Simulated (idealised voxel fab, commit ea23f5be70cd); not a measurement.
Process module, titled voxel plated lines
Shown is cross-section cut, with a width of 240 nm and square cells of size 5 nm.
Cross-section format: a grid of square cells, given as bands from top to bottom; each band is one or more rows of cells. Band entry format. Leading values: height of top, height of bottom, nm. Remainder: materials in left-to-right order, each with its width in nm. Special words: "edge to edge" on a single material, which then fills the band edge to edge; "blank", empty space. Height datum 0, below which the as-received substrate wafer is one material. Lowest band open at the bottom, running downward: "0 -> down". Quick explanation for "30..40": the width changes in equal steps down the rows of cells, from the first number in the band's top row to the second number in its bottom row. Step marked "identical to before"? Then no cell in the cross-section changed in it. Closed empty spaces (no open way to the top) of 8 cells or more are what "Voids, enclosed" lists, each as width x height at distance from the left edge, nm for all three. On each step's line, the part that comes after the settings is the simulator's own comment on the step. When a step includes a mask, the "overlay nm" setting on its line states how far to the right of its planned place that mask lay, and negative values state how far to the left.

-- Intended process steps
1) RECEIVE,material Si
2) CONFORMAL_DEP,material SiN,thk nm 5
3) DIRECTIONAL_DEP,material TiN,thk nm 5
4) PATTERN,tone open,mask id LINES,material resist,width nm 15,pitch nm 35,thk nm 35,overlay nm 0
5) EPI,material Ru,thk nm 5
6) EPI,material Ru,thk nm 5
7) EPI,material Ru,thk nm 10
8) STRIP,etch materials resist
9) DIRECTIONAL_ETCH,etch materials TiN,depth nm 5
10) CONFORMAL_DEP,material SiCN,thk nm 5

-- Wafer cross-section on receipt, i.e. after step 1
	0 -> down = Si edge to edge
	Voids, enclosed: none

-- First wafer of two, sectioned at end of module; run went per plan
	35 -> 30 = 90 nm blank | 25 nm SiCN | 10 nm blank | 25 nm SiCN | 90 nm blank
	30 -> 10 = 90 nm blank | 5 nm SiCN | 15 nm Ru | 5 nm SiCN | 10 nm blank | 5 nm SiCN | 15 nm Ru | 5 nm SiCN | 90 nm blank
	10 -> 5 = 95 nm SiCN | 15 nm TiN | 20 nm SiCN | 15 nm TiN | 95 nm SiCN
	5 -> 0 = SiN edge to edge
	0 -> down = Si edge to edge
	Voids, enclosed: none

-- Cross-sectional image of the second wafer of the two following completion of the module. Starting state and process plan were the same as for the first wafer; one execution error occurred
	45 -> 30 = 80 nm blank | 80 nm SiCN | 80 nm blank
	30 -> 20 = 80 nm blank | 15 nm SiCN | 15 nm Ru | 20 nm SiCN | 15 nm Ru | 15 nm SiCN | 80 nm blank
	20 -> 10 = 95 nm SiCN | 15 nm Ru | 20 nm SiCN | 15 nm Ru | 95 nm SiCN
	10 -> 5 = 95 nm SiCN | 15 nm TiN | 20 nm SiCN | 15 nm TiN | 95 nm SiCN
	5 -> 0 = SiN edge to edge
	0 -> down = Si edge to edge
	Voids, enclosed: none
what went wrong: note that step 10 departed from the planned setting and was carried out as CONFORMAL_DEP,material SiCN,thk nm 15
End of process, cell counts, second wafer against first, materials with more or fewer: SiCN: 126 more
